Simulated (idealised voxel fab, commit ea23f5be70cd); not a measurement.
Process module in this document: voxel trench capacitor
Cross-section cut: width 275 nm, square cells of 5 nm.
Format of a cross-section: grid, square cells. Given as bands. Order: top down. Band: one or more rows of cells. First you get the band's top height and its bottom height, in nm, and then the materials it's made of, left to right, with each width in nm. If you see a single material with "all across", that one covers the band edge to edge. "empty" is empty space. Heights are reckoned from 0. Under this level, the received wafer is all of one material. The bottommost band is open-ended downward, for example "0 down". The notation "30..40" denotes a width that varies across the rows of cells in the band, beginning at the first number in the top row, finishing at the second number in the bottom row, and changing by an identical amount from each row to the next. It should be understood that the words "no change occurred", when stated for a given step, signify that the cross-section underwent no change in any of its cells during that step. "Closed internal voids": sealed empty spaces, 8 cells or more, no open way to top, listed width x height at distance, with distance from the left edge and width, height and distance in nm. The remark found on a step's line after its settings is issued by the simulator itself and pertains to that step. The setting "overlay nm" may be written on the line of a step. When the step uses a mask, the value reports how far to the right of the planned place the mask lay, and a negative value reports that it lay to the left.
PLANNED STEP LIST FOR THE PROCESS
step 1: RECEIVE [material Si]
step 2: CONFORMAL_DEP [material SiN] [thk nm 5]
step 3: MASKED_ETCH [tone open] [mask id TRENCH] [width nm 20] [pitch nm 35] [etch materials SiN] [depth nm 5] [overlay nm 0]
step 4: MASKED_ETCH [tone open] [mask id TRENCH] [width nm 20] [pitch nm 35] [etch materials Si] [depth nm 40] [overlay nm 0]
step 5: CONFORMAL_DEP [material Al2O3] [thk nm 5]
step 6: FILL_DEP [material polySi] [thk nm 5]
step 7: CMP [height nm 5]
RECEIVED-STATE CROSS-SECTION, REFLECTING COMPLETION OF STEP 1
- 0 down | Si all across
- Closed internal voids: none
CROSS-SECTION AT MODULE END, ONE RUN ERROR; START AND PLAN UNCHANGED FROM ABOVE
- 5 to 0 | 80 nm SiN; 5 nm Al2O3; 5 nm polySi; 5 nm Al2O3; 20 nm SiN; 5 nm Al2O3; 5 nm polySi; 5 nm Al2O3; 20 nm SiN; 5 nm Al2O3; 5 nm polySi; 5 nm Al2O3; 20 nm SiN; 5 nm Al2O3; 5 nm polySi; 5 nm Al2O3; 75 nm SiN
- 0 to -35 | 80 nm Si; 5 nm Al2O3; 5 nm polySi; 5 nm Al2O3; 20 nm Si; 5 nm Al2O3; 5 nm polySi; 5 nm Al2O3; 20 nm Si; 5 nm Al2O3; 5 nm polySi; 5 nm Al2O3; 20 nm Si; 5 nm Al2O3; 5 nm polySi; 5 nm Al2O3; 75 nm Si
- -35 to -40 | 80 nm Si; 15 nm Al2O3; 20 nm Si; 15 nm Al2O3; 20 nm Si; 15 nm Al2O3; 20 nm Si; 15 nm Al2O3; 75 nm Si
- -40 down | Si all across
- Closed internal voids: none
Against the plan, the run slipped here: step 3 did not happen as planned, as run it was MASKED_ETCH [tone open] [mask id TRENCH] [width nm 15] [pitch nm 35] [etch materials SiN] [depth nm 5] [overlay nm 0]
